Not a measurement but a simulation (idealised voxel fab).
Presented below is a process module, voxel transistor to metal.
The figure presents cross-section cut, which has a width of 165 nm and is divided into square cells with an edge length of 5 nm.
Cross-section layout: square cells on a grid; listed as bands, top to bottom; a band spans one or more cell rows. The band entry comprises the height of the band's top followed by the height of its bottom, expressed in nm, and subsequently the band's materials from left to right, each stated together with its width in nm. Where a single material is marked with the word "all across", that material fills the band from edge to edge. The word "empty" represents empty space. Note: height 0 marks the level under which the wafer is uniformly one material as received. Lowest band unbounded below, written "0..down". When a width is written as two numbers, as in "30->40", the first number is the width in the top row of cells of the band and the second is the width in its bottom row, and the width changes by the same amount from each row to the next. "changes: none" (step): cross-section cells unchanged, all of them. Any empty space of 8 cells or more lacking an open way to the top shows up in "Listed closed voids" as width x height at distance, distance from the left edge, in nm. Post-settings text on a step line: simulator's own remark regarding the step. overlay nm: step with mask; distance mask lay right of planned place; negative value = left of planned place.
### Below is the list of planned process steps
1. RECEIVE (material Si)
2. CONFORMAL_DEP (material SiO2; thk nm 5)
3. CONFORMAL_DEP (material SiN; thk nm 15)
4. PATTERN (tone cover; mask id ACTIVE; material resist; width nm 95; thk nm 15; overlay nm 0)
5. DIRECTIONAL_ETCH (etch materials SiN; depth nm 15)
6. DIRECTIONAL_ETCH (etch materials SiO2; depth nm 5)
7. DIRECTIONAL_ETCH (etch materials Si; depth nm 35)
8. STRIP (etch materials resist)
9. FILL_DEP (material SiO2; thk nm 15)
10. CMP (height nm 20)
11. SELECTIVE_ETCH (etch materials SiO2; depth nm 10)
12. STRIP (etch materials SiN)
13. SELECTIVE_ETCH (etch materials SiO2; depth nm 5)
14. OXIDIZE (depth nm 5)
15. DIRECTIONAL_DEP (material polySi; thk nm 25)
16. DIRECTIONAL_DEP (material SiCN; thk nm 10)
17. DIRECTIONAL_DEP (material aC; thk nm 15)
18. PATTERN (tone cover; mask id GATE; material resist; width nm 15; thk nm 30; overlay nm 0)
19. DIRECTIONAL_ETCH (etch materials aC; depth nm 15)
20. STRIP (etch materials resist)
21. DIRECTIONAL_ETCH (etch materials SiCN; depth nm 20)
22. DIRECTIONAL_ETCH (etch materials polySi; depth nm 35)
23. STRIP (etch materials aC)
24. CONFORMAL_DEP (material SiN; thk nm 10)
25. DIRECTIONAL_ETCH (etch materials SiN; depth nm 10)
26. DIRECTIONAL_ETCH (etch materials SiO2; depth nm 5)
27. DIRECTIONAL_ETCH (etch materials Si; depth nm 15)
28. EPI (material pSi; thk nm 20)
29. FILL_DEP (material SiO2; thk nm 5)
30. CMP (height nm 35)
31. DIRECTIONAL_DEP (material SiO2; thk nm 15)
32. PATTERN (tone open; mask id CONTACT; material resist; width nm 30; pitch nm 55; thk nm 15; overlay nm 0)
33. DIRECTIONAL_ETCH (etch materials SiO2; depth nm 35)
34. STRIP (etch materials resist)
35. CONFORMAL_DEP (material TiN; thk nm 5)
36. FILL_DEP (material W; thk nm 10)
37. CMP (height nm 50)
38. CONFORMAL_DEP (material SiCN; thk nm 5)
39. DIRECTIONAL_DEP (material SiO2; thk nm 25)
40. DIRECTIONAL_DEP (material aC; thk nm 10)
41. PATTERN (tone open; mask id METAL_1; material resist; width nm 20; pitch nm 65; thk nm 25; overlay nm 0)
42. DIRECTIONAL_ETCH (etch materials aC; depth nm 10)
43. STRIP (etch materials resist)
44. DIRECTIONAL_ETCH (etch materials SiO2; depth nm 25)
45. DIRECTIONAL_ETCH (etch materials SiCN; depth nm 5)
46. STRIP (etch materials aC)
47. CONFORMAL_DEP (material TiN; thk nm 5)
48. FILL_DEP (material Cu; thk nm 5)
49. CMP (height nm 80)
50. CONFORMAL_DEP (material SiCN; thk nm 5)
51. DIRECTIONAL_DEP (material SiO2; thk nm 30)
52. DIRECTIONAL_DEP (material aC; thk nm 15)
53. PATTERN (tone open; mask id METAL_2; material resist; width nm 20; pitch nm 65; thk nm 35; overlay nm 0)
54. DIRECTIONAL_ETCH (etch materials aC; depth nm 15)
55. STRIP (etch materials resist)
56. DIRECTIONAL_ETCH (etch materials SiO2; depth nm 15)
57. STRIP (etch materials aC)
58. MASKED_ETCH (tone open; mask id METAL_2_HOLES; width nm 15; pitch nm 65; etch materials SiO2; depth nm 15; overlay nm 0)
59. MASKED_ETCH (tone open; mask id METAL_2_HOLES; width nm 15; pitch nm 65; etch materials SiCN; depth nm 5; overlay nm 0)
60. CONFORMAL_DEP (material TiN; thk nm 5)
61. FILL_DEP (material Cu; thk nm 5)
62. CMP (height nm 115)
63. CONFORMAL_DEP (material SiN; thk nm 5)
### Cross-section of the wafer at receipt, which is the condition after step 1
  0..down | Si all across
  Listed closed voids: none
### End-of-module cross-section. Starting structure and process plan as above; one mistake made in running it
  120..115 | SiN all across
  115..105 | SiO2 40  TiN 5  Cu 10  TiN 5  SiO2 45  TiN 5  Cu 10  TiN 5  SiO2 40
  105..100 | SiO2 40  TiN 5  Cu 5  TiN 10  SiO2 45  TiN 5  Cu 5  TiN 10  SiO2 40
  100..85 | SiO2 40  TiN 5  Cu 5  TiN 5  SiO2 50  TiN 5  Cu 5  TiN 5  SiO2 45
  85..80 | SiCN 40  TiN 15  SiCN 50  TiN 15  SiCN 45
  80..70 | SiO2 40  TiN 5  Cu 10  TiN 5  SiO2 45  TiN 5  Cu 10  TiN 5  SiO2 40
  70..65 | SiCN 40  TiN 20  SiCN 45  TiN 20  SiCN 40
  65..55 | W all across
  55..50 | TiN 45  W 20  TiN 35  W 20  TiN 45
  50..40 | SiO2 40  TiN 5  W 20  TiN 5  SiO2 25  TiN 5  W 20  TiN 5  SiO2 40
  40..35 | SiO2 40  TiN 5  W 15  TiN 10  SiO2 25  TiN 10  W 15  TiN 5  SiO2 40
  35..25 | SiO2 40  TiN 5  W 15  TiN 5  SiN 10  SiCN 15  SiN 10  TiN 5  W 15  TiN 5  SiO2 40
  25..20 | SiO2 40  TiN 5  W 15  TiN 5  SiN 10  polySi 15  SiN 10  TiN 5  W 15  TiN 5  SiO2 40
  20..15 | SiO2 40  TiN 25  SiN 10  polySi 15  SiN 10  TiN 25  SiO2 40
  15..5 | SiO2 30  pSi 35  SiN 10  polySi 15  SiN 10  pSi 35  SiO2 30
  5..0 | SiO2 30  SiN 10  pSi 25  SiN 10  polySi 15  SiN 10  pSi 25  SiN 10  SiO2 30
  0..-5 | SiO2 40  pSi 25  SiO2 35  pSi 25  SiO2 40
  -5..-20 | SiO2 35  Si 5  pSi 25  Si 35  pSi 25  Si 5  SiO2 35
  -20..-35 | SiO2 35  Si 95  SiO2 35
  -35..down | Si all across
  Listed closed voids: none
What was done differently from what was planned? step 37 of the plan: omitted, not performed
